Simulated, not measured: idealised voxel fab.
The following process module bears the name voxel self aligned vias.
For reference, the cross-section in this document is cut, with width 195 nm and square cells of 5 nm.
Cross-section format: a grid of square cells, given as bands from top to bottom; each band is one or more rows of cells. The entry gives the band's vertical extent as a top height and a bottom height in nm, then its horizontal make-up as materials from left to right, each with a width in nm. "empty" stands for empty space; a single material marked "throughout" fills the band edge to edge. Height 0 is the level under which the wafer as received is all one material. The lowest band goes on downwards, as in "0 down". Think of "30..40" as a width that walks from the first number to the second as you go down the band, top row to bottom row, taking equal-sized steps from row to row. "nothing different" -> step changed no cross-section cell. Enclosed voids (no open way to top), threshold 8 cells or more, entry "Fully enclosed voids", notation width x height at distance, distance from left edge, nm. It should be noted that, on the line of a given step, the content following the step's settings is a remark produced by the simulator itself with respect to that step. Steps that use a mask can have "overlay nm" on their line. It says how far the mask sat to the right of where it was meant to be. Negative means to the left.
### Steps in the process plan
step 1: RECEIVE, material Si
step 2: CONFORMAL_DEP, material SiO2, thk nm 10
step 3: CONFORMAL_DEP, material SiCN, thk nm 5
step 4: DIRECTIONAL_DEP, material lowk, thk nm 25
step 5: PATTERN, tone open, mask id LINES, material resist, width nm 25, pitch nm 65, thk nm 15, overlay nm 0
step 6: DIRECTIONAL_ETCH, etch materials lowk, depth nm 25
step 7: STRIP, etch materials resist
step 8: CONFORMAL_DEP, material TiN, thk nm 5
step 9: FILL_DEP, material W, thk nm 5
step 10: CMP, height nm 40
step 11: SELECTIVE_ETCH, etch materials W Ru TiN, depth nm 5
step 12: FILL_DEP, material SiN, thk nm 5
step 13: CMP, height nm 40
step 14: DIRECTIONAL_DEP, material lowk, thk nm 20
step 15: PATTERN, tone open, mask id VIAS, material resist, width nm 35, pitch nm 65, thk nm 15, overlay nm 0
step 16: DIRECTIONAL_ETCH, etch materials lowk, depth nm 20
step 17: DIRECTIONAL_ETCH, etch materials SiN, depth nm 5
step 18: STRIP, etch materials resist
step 19: CONFORMAL_DEP, material TiN, thk nm 5
step 20: FILL_DEP, material Ru, thk nm 10
step 21: CMP, height nm 60
step 22: CONFORMAL_DEP, material SiCN, thk nm 5
### Delivered wafer in cross-section: state after step 1
- 0 down: Si throughout
- Fully enclosed voids: none
### Module complete, cross-section. Starting point and plan per above. One mistake made in running the module
- 65 to 60: SiCN throughout
- 60 to 40: lowk=45, then TiN=5, then Ru=25, then TiN=5, then lowk=30, then TiN=5, then Ru=25, then TiN=5, then lowk=50
- 40 to 35: SiN=45, then TiN=35, then SiN=30, then TiN=35, then SiN=50
- 35 to 30: TiN=55, then W=15, then TiN=50, then W=15, then TiN=60
- 30 to 10: lowk=50, then TiN=5, then W=15, then TiN=5, then lowk=40, then TiN=5, then W=15, then TiN=5, then lowk=55
- 10 to 5: lowk=50, then TiN=25, then lowk=40, then TiN=25, then lowk=55
- 5 to 0: SiCN throughout
- 0 down: Si throughout
- Fully enclosed voids: none
Error vs. plan: the plan's step 2 was left out and never carried out
